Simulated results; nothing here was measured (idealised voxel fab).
The name of this process module is voxel self aligned contacts.
Square cells of 5 nm make up the cross-section cut, whose width is 165 nm.
How to read a cross-section here: the picture is a grid of square cells, written as bands going from the top down, and any band can span one or more rows of cells.
Quick guide to a band line: top height, bottom height (nm) up front; then every material left to right with its width in nm. Only one material and it's marked "all across"? Then it fills the band edge to edge. And "air" just means empty space.
Heights from 0 (as-received wafer is one material below). Bottom band endless downward, as "0..down".
A width given as "30 to 40" starts at the first number in the band's top row and ends at the second number in its bottom row, shifting by an equal amount at every step from row to row.
"no modification", as given for a step, is the statement that not any cell of the cross-section underwent a change during that step.
The list in "Unvented internal voids" covers empty spaces of 8 cells or more that cannot reach the top through any open way, and it gives each as width x height at distance; the distance is from the left edge, and width, height and distance are in nm.
Heads up: the bit after the settings on a step's line is the simulator's remark on that step.
overlay nm: step with mask; distance mask lay right of planned place; negative value = left of planned place.

# Steps in the process plan
1. RECEIVE (material Si)
2. CONFORMAL_DEP (material SiO2; thk nm 5)
3. DIRECTIONAL_DEP (material polySi; thk nm 30)
4. DIRECTIONAL_DEP (material SiN; thk nm 15)
5. MASKED_ETCH (tone cover; mask id GATE; width nm 35; pitch nm 70; etch materials SiN; depth nm 15; overlay nm 0)
6. MASKED_ETCH (tone cover; mask id GATE; width nm 35; pitch nm 70; etch materials polySi; depth nm 30; overlay nm 0)
7. CONFORMAL_DEP (material SiN; thk nm 5)
8. DIRECTIONAL_ETCH (etch materials SiN; depth nm 5)
9. FILL_DEP (material SiO2; thk nm 15)
10. CMP (height nm 55)
11. MASKED_ETCH (tone open; mask id CONTACT; width nm 45; etch materials SiO2; depth nm 55; overlay nm 0)
12. CONFORMAL_DEP (material TiN; thk nm 5)
13. FILL_DEP (material Ru; thk nm 10)
14. CMP (height nm 55)
15. CONFORMAL_DEP (material SiCN; thk nm 5)

# First of two wafers - as planned

# The cross-section here shows the wafer as received, i.e. in its state after step 1
  0..down | Si all across
  Unvented internal voids: none

# You're looking at a cross-section of the wafer after step 2
  5..0 | SiO2 all across
  Heights below 0 show no change.

# You're looking at a cross-section of the wafer after step 3
  35..5 | polySi all across
  Heights below 5 show no change.

# You're looking at a cross-section of the wafer after step 4
  50..35 | SiN all across
  Heights below 35 show no change.

# You're looking at a cross-section of the wafer after step 5
  50..35 | 30 air / 35 SiN / 35 air / 35 SiN / 30 air
  Heights below 35 show no change.

# You're looking at a cross-section of the wafer after step 6
  50..35 | 30 air / 35 SiN / 35 air / 35 SiN / 30 air
  35..5 | 30 air / 35 polySi / 35 air / 35 polySi / 30 air
  Heights below 5 show no change.

# You're looking at a cross-section of the wafer after step 7
  55..35 | 25 air / 45 SiN / 25 air / 45 SiN / 25 air
  35..10 | 25 air / 5 SiN / 35 polySi / 5 SiN / 25 air / 5 SiN / 35 polySi / 5 SiN / 25 air
  10..5 | 30 SiN / 35 polySi / 35 SiN / 35 polySi / 30 SiN
  Heights below 5 show no change.

# You're looking at a cross-section of the wafer after step 8
  50..35 | 25 air / 45 SiN / 25 air / 45 SiN / 25 air
  35..5 | 25 air / 5 SiN / 35 polySi / 5 SiN / 25 air / 5 SiN / 35 polySi / 5 SiN / 25 air
  Heights below 5 show no change.

# You're looking at a cross-section of the wafer after step 9
  65..50 | SiO2 all across
  50..35 | 25 SiO2 / 45 SiN / 25 SiO2 / 45 SiN / 25 SiO2
  35..5 | 25 SiO2 / 5 SiN / 35 polySi / 5 SiN / 25 SiO2 / 5 SiN / 35 polySi / 5 SiN / 25 SiO2
  Heights below 5 show no change.

# You're looking at a cross-section of the wafer after step 10
  55..50 | SiO2 all across
  Heights below 50 show no change.

# You're looking at a cross-section of the wafer after step 11
  55..50 | 60 SiO2 / 45 air / 60 SiO2
  50..35 | 25 SiO2 / 45 SiN / 25 air / 45 SiN / 25 SiO2
  35..5 | 25 SiO2 / 5 SiN / 35 polySi / 5 SiN / 25 air / 5 SiN / 35 polySi / 5 SiN / 25 SiO2
  5..0 | 70 SiO2 / 25 air / 70 SiO2
  Heights below 0 show no change.

# You're looking at a cross-section of the wafer after step 12
  60..55 | 65 TiN / 35 air / 65 TiN
  55..50 | 60 SiO2 / 15 TiN / 15 air / 15 TiN / 60 SiO2
  50..35 | 25 SiO2 / 45 SiN / 5 TiN / 15 air / 5 TiN / 45 SiN / 25 SiO2
  35..5 | 25 SiO2 / 5 SiN / 35 polySi / 5 SiN / 5 TiN / 15 air / 5 TiN / 5 SiN / 35 polySi / 5 SiN / 25 SiO2
  5..0 | 70 SiO2 / 25 TiN / 70 SiO2
  Heights below 0 show no change.

# You're looking at a cross-section of the wafer after step 13
  70..60 | Ru all across
  60..55 | 65 TiN / 35 Ru / 65 TiN
  55..50 | 60 SiO2 / 15 TiN / 15 Ru / 15 TiN / 60 SiO2
  50..35 | 25 SiO2 / 45 SiN / 5 TiN / 15 Ru / 5 TiN / 45 SiN / 25 SiO2
  35..5 | 25 SiO2 / 5 SiN / 35 polySi / 5 SiN / 5 TiN / 15 Ru / 5 TiN / 5 SiN / 35 polySi / 5 SiN / 25 SiO2
  Heights below 5 show no change.

# You're looking at a cross-section of the wafer after step 14
  55..50 | 60 SiO2 / 15 TiN / 15 Ru / 15 TiN / 60 SiO2
  Heights below 50 show no change.

# You're looking at a cross-section of the wafer after step 15
  60..55 | SiCN all across
  Heights below 55 show no change.

# The second wafer began exactly as the first did and followed the same plan, but one mistake was made while running it; through step 2 inclusive, the two wafers are identical

# At the planned end of step 3, the second wafer in cross-section
  20..5 | SiN all across
  Heights below 5 show no change.

# At the planned end of step 4, the second wafer in cross-section
  50..20 | polySi all across
  Heights below 20 show no change.

At the planned end of step 5, the second wafer in cross-section: no modification

# At the planned end of step 6, the second wafer in cross-section
  50..20 | 30 air / 35 polySi / 35 air / 35 polySi / 30 air
  Heights below 20 show no change.

# At the planned end of step 7, the second wafer in cross-section
  55..50 | 25 air / 45 SiN / 25 air / 45 SiN / 25 air
  50..25 | 25 air / 5 SiN / 35 polySi / 5 SiN / 25 air / 5 SiN / 35 polySi / 5 SiN / 25 air
  25..20 | 30 SiN / 35 polySi / 35 SiN / 35 polySi / 30 SiN
  Heights below 20 show no change.

# At the planned end of step 8, the second wafer in cross-section
  50..20 | 25 air / 5 SiN / 35 polySi / 5 SiN / 25 air / 5 SiN / 35 polySi / 5 SiN / 25 air
  Heights below 20 show no change.

# At the planned end of step 9, the second wafer in cross-section
  65..50 | SiO2 all across
  50..20 | 25 SiO2 / 5 SiN / 35 polySi / 5 SiN / 25 SiO2 / 5 SiN / 35 polySi / 5 SiN / 25 SiO2
  Heights below 20 show no change.

# At the planned end of step 10, the second wafer in cross-section
  55..50 | SiO2 all across
  Heights below 50 show no change.

# At the planned end of step 11, the second wafer in cross-section
  55..50 | 60 SiO2 / 45 air / 60 SiO2
  50..20 | 25 SiO2 / 5 SiN / 35 polySi / 5 SiN / 25 air / 5 SiN / 35 polySi / 5 SiN / 25 SiO2
  Heights below 20 show no change.

# At the planned end of step 12, the second wafer in cross-section
  60..55 | 65 TiN / 35 air / 65 TiN
  55..50 | 60 SiO2 / 15 TiN / 15 air / 15 TiN / 60 SiO2
  50..25 | 25 SiO2 / 5 SiN / 35 polySi / 5 SiN / 5 TiN / 15 air / 5 TiN / 5 SiN / 35 polySi / 5 SiN / 25 SiO2
  25..20 | 25 SiO2 / 5 SiN / 35 polySi / 5 SiN / 25 TiN / 5 SiN / 35 polySi / 5 SiN / 25 SiO2
  Heights below 20 show no change.

# At the planned end of step 13, the second wafer in cross-section
  70..60 | Ru all across
  60..55 | 65 TiN / 35 Ru / 65 TiN
  55..50 | 60 SiO2 / 15 TiN / 15 Ru / 15 TiN / 60 SiO2
  50..25 | 25 SiO2 / 5 SiN / 35 polySi / 5 SiN / 5 TiN / 15 Ru / 5 TiN / 5 SiN / 35 polySi / 5 SiN / 25 SiO2
  Heights below 25 show no change.

# At the planned end of step 14, the second wafer in cross-section
  55..50 | 60 SiO2 / 15 TiN / 15 Ru / 15 TiN / 60 SiO2
  Heights below 50 show no change.

# At the planned end of step 15, the second wafer in cross-section
  60..55 | SiCN all across
  Heights below 55 show no change.
Diagnosis: steps 3 and 4 swapped
Once processing is complete, comparing cell counts shows that the second wafer has more or fewer of certain materials than the first: Ru -12, SiN +45, SiO2 -25, TiN -8
